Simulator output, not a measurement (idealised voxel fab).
process module | voxel gate over fins
cross-section cut | 280 nm wide | cells 5 nm
A cross-section is a grid of square cells, given in bands from the top down. A band is one or more rows of cells.
Each band's line starts with the height of the band's top and of its bottom, in nm. Then come its materials from left to right, each with its width in nm. One material with "throughout" fills the band from edge to edge. "air" is empty space.
Height 0 is the level under which the wafer as received is all one material. The lowest band goes on downwards, as in "0 down".
A width such as "30 to 40" changes by the same amount from each row of cells to the next, from the band's top row to its bottom row.
"no change" after a step means that no cell of the cross-section changed.
closed voids: empty space of 8 cells or more with no open way to the top, each as width x height at its distance from the left edge, in nm
after a step's settings: what the simulator itself notes on the step
overlay nm, on a step with a mask: how far to the right of its planned place the mask lay; to the left if negative
plan
1 op RECEIVE | material Si
2 op CONFORMAL_DEP | material SiN | thk nm 10
3 op DIRECTIONAL_DEP | material aC | thk nm 15
4 op PATTERN | tone cover | mask id FINS | material resist | width nm 15 | pitch nm 50 | thk nm 30 | overlay nm 0
5 op DIRECTIONAL_ETCH | etch materials aC | depth nm 15
6 op STRIP | etch materials resist
7 op DIRECTIONAL_ETCH | etch materials SiN | depth nm 10
8 op DIRECTIONAL_ETCH | etch materials Si | depth nm 30
9 op STRIP | etch materials aC
10 op OXIDIZE | depth nm 5
11 op FILL_DEP | material SiO2 | thk nm 15
12 op CMP | height nm 10
13 op MASKED_ETCH | tone open | mask id RAIL | width nm 15 | etch materials SiO2 | depth nm 35 | overlay nm 0
14 op CONFORMAL_DEP | material TiN | thk nm 5
15 op FILL_DEP | material W | thk nm 5
16 op CMP | height nm 10
17 op SELECTIVE_ETCH | etch materials W Ru TiN | depth nm 25
18 op FILL_DEP | material SiO2 | thk nm 5
19 op CMP | height nm 10
20 op SELECTIVE_ETCH | etch materials SiO2 | depth nm 20
21 op STRIP | etch materials SiN
22 op CONFORMAL_DEP | material HfO2 | thk nm 5
23 op CONFORMAL_DEP | material TiN | thk nm 5
24 op FILL_DEP | material W | thk nm 15
25 op CMP | height nm 20
26 op CONFORMAL_DEP | material SiN | thk nm 5
as received, after step 1
  0 down: Si throughout
  closed voids: none
first wafer at the end, as planned
  25 to 20: SiN throughout
  20 to 10: W throughout
  10 to 5: W 50 | TiN 25 | W 25 | TiN 25 | W 25 | TiN 25 | W 25 | TiN 25 | W 55
  5 to 0: W 50 | TiN 5 | HfO2 15 | TiN 5 | W 25 | TiN 5 | HfO2 15 | TiN 5 | W 25 | TiN 5 | HfO2 15 | TiN 5 | W 25 | TiN 5 | HfO2 15 | TiN 5 | W 55
  0 to -5: TiN 55 | HfO2 5 | Si 5 | HfO2 5 | TiN 35 | HfO2 5 | Si 5 | HfO2 5 | TiN 35 | HfO2 5 | Si 5 | HfO2 5 | TiN 35 | HfO2 5 | Si 5 | HfO2 5 | TiN 60
  -5 to -10: HfO2 60 | Si 5 | HfO2 45 | Si 5 | HfO2 45 | Si 5 | HfO2 45 | Si 5 | HfO2 65
  -10 to -15: SiO2 60 | Si 5 | SiO2 45 | Si 5 | SiO2 45 | Si 5 | SiO2 45 | Si 5 | SiO2 65
  -15 to -20: SiO2 60 | Si 5 | SiO2 15 | TiN 5 | W 5 | TiN 5 | SiO2 15 | Si 5 | SiO2 45 | Si 5 | SiO2 45 | Si 5 | SiO2 65
  -20 to -25: SiO2 60 | Si 5 | SiO2 15 | TiN 15 | SiO2 15 | Si 5 | SiO2 45 | Si 5 | SiO2 45 | Si 5 | SiO2 65
  -25 to -35: SiO2 60 | Si 5 | SiO2 45 | Si 5 | SiO2 45 | Si 5 | SiO2 45 | Si 5 | SiO2 65
  -35 down: Si throughout
  closed voids: none
second wafer at the end: like start, like plan, one mistake
  25 to 20: SiN throughout
  20 to 10: W throughout
  10 to 5: W 50 | TiN 25 | W 25 | TiN 25 | W 25 | TiN 25 | W 25 | TiN 25 | W 55
  5 to 0: W 50 | TiN 5 | HfO2 15 | TiN 5 | W 25 | TiN 5 | HfO2 15 | TiN 5 | W 25 | TiN 5 | HfO2 15 | TiN 5 | W 25 | TiN 5 | HfO2 15 | TiN 5 | W 55
  0 to -5: W 50 | TiN 5 | HfO2 5 | Si 5 | HfO2 5 | TiN 5 | W 25 | TiN 5 | HfO2 5 | Si 5 | HfO2 5 | TiN 5 | W 25 | TiN 5 | HfO2 5 | Si 5 | HfO2 5 | TiN 5 | W 25 | TiN 5 | HfO2 5 | Si 5 | HfO2 5 | TiN 5 | W 55
  -5 to -10: W 50 | TiN 5 | HfO2 5 | Si 5 | HfO2 5 | TiN 35 | HfO2 5 | Si 5 | HfO2 5 | TiN 5 | W 25 | TiN 5 | HfO2 5 | Si 5 | HfO2 5 | TiN 5 | W 25 | TiN 5 | HfO2 5 | Si 5 | HfO2 5 | TiN 5 | W 55
  -10 to -15: W 50 | TiN 5 | HfO2 5 | Si 5 | HfO2 5 | TiN 5 | HfO2 25 | TiN 5 | HfO2 5 | Si 5 | HfO2 5 | TiN 5 | W 25 | TiN 5 | HfO2 5 | Si 5 | HfO2 5 | TiN 5 | W 25 | TiN 5 | HfO2 5 | Si 5 | HfO2 5 | TiN 5 | W 55
  -15 to -20: W 50 | TiN 5 | HfO2 5 | Si 5 | HfO2 5 | TiN 5 | HfO2 5 | TiN 5 | W 5 | TiN 5 | HfO2 5 | TiN 5 | HfO2 5 | Si 5 | HfO2 5 | TiN 5 | W 25 | TiN 5 | HfO2 5 | Si 5 | HfO2 5 | TiN 5 | W 25 | TiN 5 | HfO2 5 | Si 5 | HfO2 5 | TiN 5 | W 55
  -20 to -25: TiN 55 | HfO2 5 | Si 5 | HfO2 5 | TiN 5 | HfO2 5 | TiN 15 | HfO2 5 | TiN 5 | HfO2 5 | Si 5 | HfO2 5 | TiN 35 | HfO2 5 | Si 5 | HfO2 5 | TiN 35 | HfO2 5 | Si 5 | HfO2 5 | TiN 60
  -25 to -30: HfO2 60 | Si 5 | HfO2 20 | SiO2 5 | HfO2 20 | Si 5 | HfO2 45 | Si 5 | HfO2 45 | Si 5 | HfO2 65
  -30 to -35: SiO2 60 | Si 5 | SiO2 45 | Si 5 | SiO2 45 | Si 5 | SiO2 45 | Si 5 | SiO2 65
  -35 down: Si throughout
  closed voids: none
what went wrong: step 20 was run twice
at the end the second wafer has, in cells: 40 more of HfO2 | 201 fewer of SiO2 | 32 more of TiN | 129 more of W
